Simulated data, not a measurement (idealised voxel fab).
Process module heading - voxel ribs on slabs
We display cut, a cross-section 285 nm in width whose square cells are each 5 nm.
In this document a cross-section is written as a grid of square cells. It is given as a series of bands, listed from the top down, and a band is one or more rows of cells.
Within each band entry, the heights of the top and of the bottom of the band appear first, in that order and in nm; the materials of the band then follow from left to right, each with its corresponding width in nm. The designation "throughout" on a single material indicates that it fills the band from edge to edge; the designation "air" indicates empty space.
Heads up on the height convention: 0 is the point under which the incoming wafer is all one material, and the lowest band has no bottom, it just keeps going down, like "top 0, no bottom".
When a width is written as two numbers, as in "30 to 40", the first number is the width in the top row of cells of the band and the second is the width in its bottom row, and the width changes by the same amount from each row to the next.
A step reported as "nothing different" is a step in which no cell of the cross-section changed.
Reported under the label "Closed void register" are the empty spaces having no open way to the top and comprising 8 cells or more; the notation for each is width x height at distance, in which the distance is measured from the left edge and all three values are in nm.
Past the settings on a step's line: simulator remark, on that step.
overlay nm: mask offset rightward from planned place, masked step; negative means leftward offset.
-- Here's what the planned process steps look like
1: op RECEIVE | material Si
2: op DIRECTIONAL_DEP | material SiO2 | thk nm 30
3: op DIRECTIONAL_DEP | material SiN | thk nm 20
4: op DIRECTIONAL_DEP | material aC | thk nm 15
5: op PATTERN | tone cover | mask id RIB | material resist | width nm 30 | thk nm 30 | overlay nm 0
6: op DIRECTIONAL_ETCH | etch materials aC | depth nm 15
7: op STRIP | etch materials resist
8: op DIRECTIONAL_ETCH | etch materials SiN | depth nm 5
9: op STRIP | etch materials aC
10: op DIRECTIONAL_DEP | material aC | thk nm 15
11: op PATTERN | tone cover | mask id SLAB | material resist | width nm 60 | thk nm 35 | overlay nm 0
12: op DIRECTIONAL_ETCH | etch materials aC | depth nm 15
13: op STRIP | etch materials resist
14: op DIRECTIONAL_ETCH | etch materials SiN | depth nm 15
15: op STRIP | etch materials aC
16: op FILL_DEP | material SiO2 | thk nm 25
17: op CMP | height nm 65
18: op DIRECTIONAL_DEP | material W | thk nm 10
19: op PATTERN | tone cover | mask id HEATER | material resist | width nm 40 | thk nm 20 | overlay nm 0
20: op DIRECTIONAL_ETCH | etch materials W | depth nm 10
21: op STRIP | etch materials resist
22: op CONFORMAL_DEP | material SiN | thk nm 10
-- As-received wafer cross-section (after step 1)
> top 0, no bottom = Si throughout
> Closed void register: none
-- Cross-section: first of two wafers, module finished, run according to plan
> top 85, bottom 75 = air (110) / SiN (60) / air (115)
> top 75, bottom 65 = SiN (120) / W (40) / SiN (125)
> top 65, bottom 50 = SiO2 throughout
> top 50, bottom 45 = SiO2 (125) / SiN (30) / SiO2 (130)
> top 45, bottom 30 = SiO2 (110) / SiN (60) / SiO2 (115)
> top 30, bottom 0 = SiO2 throughout
> top 0, no bottom = Si throughout
> Closed void register: none
-- Second wafer cross-section at end of module - shared start and plan with the first, one mistake in the run
> top 85, bottom 75 = air (110) / SiN (60) / air (115)
> top 75, bottom 65 = SiN (120) / W (40) / SiN (125)
> top 65, bottom 20 = SiO2 throughout
> top 20, bottom 0 = SiN throughout
> top 0, no bottom = Si throughout
> Closed void register: none
Here's what went sideways: steps 2 and 3: order swapped relative to plan
Final comparison by cell count, materials where the second wafer has more or fewer than the first: SiN: 186 more; SiO2: 186 fewer
